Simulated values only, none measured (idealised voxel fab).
Documented hereafter: the process module known as voxel self aligned vias.
Cross-sectional view cut (width: 175 nm; square cell size: 5 nm).
In what follows, cross-sections appear as grids of square cells, described through bands that run from the top down, where every band is one or more rows of cells.
Band: top height; bottom height; in nm. Then, left to right: material with width in nm, for each material. "everywhere": a single material spanning edge to edge. "blank": empty space.
Convention: height 0 is the level below which the wafer, as received, is all one material. The lowest band does not terminate at the bottom but continues downward, represented as "0 -> down".
Read "30..40" as a graded width: first number on top, second number at the bottom, same change between each pair of neighbouring rows.
Where the words "same as before" appear for a step, the cross-section shows no cell changed by that step; every cell remained as before.
"Closed voids list": sealed empty spaces, 8 cells or more, no open way to top, listed width x height at distance, with distance from the left edge and width, height and distance in nm.
On each step's line, the part that comes after the settings is the simulator's own comment on the step.
"overlay nm" denotes, for a step that has a mask, the displacement of the mask to the right of its planned place, with negative values corresponding to the left.

-- Planned step list for the process
1) RECEIVE, material Si
2) CONFORMAL_DEP, material SiO2, thk nm 5
3) CONFORMAL_DEP, material SiCN, thk nm 5
4) DIRECTIONAL_DEP, material lowk, thk nm 20
5) PATTERN, tone open, mask id LINES, material resist, width nm 20, pitch nm 70, thk nm 15, overlay nm 0
6) DIRECTIONAL_ETCH, etch materials lowk, depth nm 20
7) STRIP, etch materials resist
8) CONFORMAL_DEP, material TiN, thk nm 5
9) FILL_DEP, material Ru, thk nm 10
10) CMP, height nm 40
11) SELECTIVE_ETCH, etch materials W Ru TiN, depth nm 5
12) FILL_DEP, material SiN, thk nm 10
13) CMP, height nm 40
14) DIRECTIONAL_DEP, material lowk, thk nm 20
15) PATTERN, tone open, mask id VIAS, material resist, width nm 40, thk nm 20, overlay nm 0
16) DIRECTIONAL_ETCH, etch materials lowk, depth nm 20
17) DIRECTIONAL_ETCH, etch materials SiN, depth nm 5
18) STRIP, etch materials resist
19) CONFORMAL_DEP, material TiN, thk nm 5
20) FILL_DEP, material W, thk nm 5
21) CMP, height nm 60
22) CONFORMAL_DEP, material SiCN, thk nm 5
Don't read the plan's thk nm for step 2 as applying to every wafer: that's the first wafer's value, and the wafers differ in it, though they all start identical.

-- Received wafers, first of several: cross-section after step 1
0 -> down | Si everywhere
Closed voids list: none

-- End of module: cross-section of the first of several wafers after step 22, the last step
65 -> 60 | SiCN everywhere
60 -> 40 | 30 lowk  5 TiN  30 W  5 TiN  105 lowk
40 -> 35 | 30 SiN  40 TiN  105 SiN
35 -> 30 | 45 TiN  10 Ru  60 TiN  10 Ru  50 TiN
30 -> 15 | 40 lowk  5 TiN  10 Ru  5 TiN  50 lowk  5 TiN  10 Ru  5 TiN  45 lowk
15 -> 10 | 40 lowk  20 TiN  50 lowk  20 TiN  45 lowk
10 -> 5 | SiCN everywhere
5 -> 0 | SiO2 everywhere
0 -> down | Si everywhere
Closed voids list: none

-- X-section, last wafer, module end
65 -> 60 | SiCN everywhere
60 -> 45 | 30 lowk  5 TiN  30 W  5 TiN  105 lowk
45 -> 40 | 30 lowk  15 TiN  10 W  15 TiN  105 lowk
40 -> 35 | 40 lowk  20 TiN  50 lowk  20 SiN  45 lowk
35 -> 30 | SiCN everywhere
30 -> 0 | SiO2 everywhere
0 -> down | Si everywhere
Closed voids list: none

-- For your reference, the table is organized with a row per wafer; each row reflects the wafer at the end of the module, indicating for each material the cells gained (+) or lost (-) since receipt, and thereafter its closed voids
thk nm 5 | +16 Ru | +70 SiCN | +27 SiN | +35 SiO2 | +67 TiN | +24 W | +216 lowk | Closed voids list: none
thk nm 10 | +12 Ru | +70 SiCN | +27 SiN | +70 SiO2 | +36 TiN | +24 W | +216 lowk | Closed voids list: none
thk nm 15 | +8 Ru | +70 SiCN | +4 SiN | +105 SiO2 | +32 TiN | +20 W | +216 lowk | Closed voids list: none
thk nm 20 | +4 Ru | +70 SiCN | +4 SiN | +140 SiO2 | +28 TiN | +20 W | +189 lowk | Closed voids list: none
thk nm 25 | +70 SiCN | +4 SiN | +175 SiO2 | +24 TiN | +20 W | +162 lowk | Closed voids list: none
thk nm 30 | +70 SiCN | +4 SiN | +210 SiO2 | +16 TiN | +20 W | +135 lowk | Closed voids list: none
